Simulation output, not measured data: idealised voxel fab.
Module name: voxel gate over fins (process module)
Square cell edge 5 nm, section width 175 nm, ID cut.
Cross-sections here: square-cell grids, written as top-down lists of bands, a band being one or more rows of cells. Band: top and bottom heights (nm) first, top before bottom; then materials from left to right, widths in nm. "edge to edge" marks a sole material filling the band edge to edge. "air" denotes empty space. We count height from 0. Below that, the starting wafer is all one material. The lowest band never ends at the bottom but goes on down; see "0 down" for how that is written. When a width is written as two numbers, as in "30 to 40", the first number is the width in the top row of cells of the band and the second is the width in its bottom row, and the width changes by the same amount from each row to the next. Given "nothing got changed" for a step, no cell of the cross-section differs between before and after that step. "Enclosed void entries" specifies each empty space that is not open to the top and that occupies no fewer than 8 cells, using the form width x height at distance, the distance measured from the left edge and all three quantities in nm. Past the settings on a step's line: simulator remark, on that step. If you see "overlay nm" on a step's line and that step has a mask, it's telling you how far right of where it was planned the mask ended up; a negative number means it went left instead.

### Steps planned for the process
step 1: RECEIVE | material Si
step 2: CONFORMAL_DEP | material SiN | thk nm 10
step 3: PATTERN | tone cover | mask id FINS | material resist | width nm 15 | pitch nm 35 | thk nm 15 | overlay nm 0
step 4: DIRECTIONAL_ETCH | etch materials SiN | depth nm 10
step 5: DIRECTIONAL_ETCH | etch materials Si | depth nm 30
step 6: STRIP | etch materials resist
step 7: OXIDIZE | depth nm 5
step 8: FILL_DEP | material SiO2 | thk nm 10
step 9: CMP | height nm 10
step 10: SELECTIVE_ETCH | etch materials SiO2 | depth nm 20
step 11: STRIP | etch materials SiN
step 12: CONFORMAL_DEP | material HfO2 | thk nm 5
step 13: CONFORMAL_DEP | material TiN | thk nm 5
step 14: CONFORMAL_DEP | material TiAl | thk nm 5
step 15: CONFORMAL_DEP | material TiN | thk nm 5
step 16: FILL_DEP | material W | thk nm 15
step 17: CMP | height nm 30
step 18: CONFORMAL_DEP | material SiN | thk nm 5

### as received, after step 1
  0 down = Si edge to edge
  Enclosed void entries: none

### First of two wafers at the end of the module, shown in cross-section; run carried out as planned
  35 to 30 = SiN edge to edge
  30 to 20 = W edge to edge
  20 to 15 = W=10, then TiN=150, then W=15
  15 to 10 = W=10, then TiN=5, then TiAl=140, then TiN=5, then W=15
  10 to 5 = TiN=15, then TiAl=5, then TiN=25, then TiAl=10, then TiN=25, then TiAl=10, then TiN=25, then TiAl=10, then TiN=25, then TiAl=5, then TiN=20
  5 to 0 = TiAl=20, then TiN=5, then HfO2=15, then TiN=5, then TiAl=10, then TiN=5, then HfO2=15, then TiN=5, then TiAl=10, then TiN=5, then HfO2=15, then TiN=5, then TiAl=10, then TiN=5, then HfO2=15, then TiN=5, then TiAl=25
  0 to -5 = TiN=25, then HfO2=5, then Si=5, then HfO2=5, then TiN=20, then HfO2=5, then Si=5, then HfO2=5, then TiN=20, then HfO2=5, then Si=5, then HfO2=5, then TiN=20, then HfO2=5, then Si=5, then HfO2=5, then TiN=30
  -5 to -10 = HfO2=30, then Si=5, then HfO2=30, then Si=5, then HfO2=30, then Si=5, then HfO2=30, then Si=5, then HfO2=35
  -10 to -35 = SiO2=30, then Si=5, then SiO2=30, then Si=5, then SiO2=30, then Si=5, then SiO2=30, then Si=5, then SiO2=35
  -35 down = Si edge to edge
  Enclosed void entries: none

### Wafer two cross-section, module end. Start and plan unchanged from wafer one; one mistake made during the run
  35 to 30 = SiN edge to edge
  30 to 20 = W edge to edge
  20 to 15 = W=10, then TiN=150, then W=15
  15 to 10 = W=10, then TiN=5, then TiAl=140, then TiN=5, then W=15
  10 to 5 = TiN=15, then TiAl=5, then TiN=25, then TiAl=10, then TiN=25, then TiAl=10, then TiN=25, then TiAl=10, then TiN=25, then TiAl=5, then TiN=20
  5 to 0 = TiAl=20, then TiN=5, then W=15, then TiN=5, then TiAl=10, then TiN=5, then W=15, then TiN=5, then TiAl=10, then TiN=5, then W=15, then TiN=5, then TiAl=10, then TiN=5, then W=15, then TiN=5, then TiAl=25
  0 to -5 = TiN=25, then W=5, then Si=5, then W=5, then TiN=20, then W=5, then Si=5, then W=5, then TiN=20, then W=5, then Si=5, then W=5, then TiN=20, then W=5, then Si=5, then W=5, then TiN=30
  -5 to -10 = W=30, then Si=5, then W=30, then Si=5, then W=30, then Si=5, then W=30, then Si=5, then W=35
  -10 to -35 = SiO2=30, then Si=5, then SiO2=30, then Si=5, then SiO2=30, then Si=5, then SiO2=30, then Si=5, then SiO2=35
  -35 down = Si edge to edge
  Enclosed void entries: none
Short version of what went wrong: step 12 did not happen as planned, as run it was CONFORMAL_DEP | material W | thk nm 5
Final tally in cells, some materials are higher or lower on the second wafer than on the first: HfO2 -51, W +51
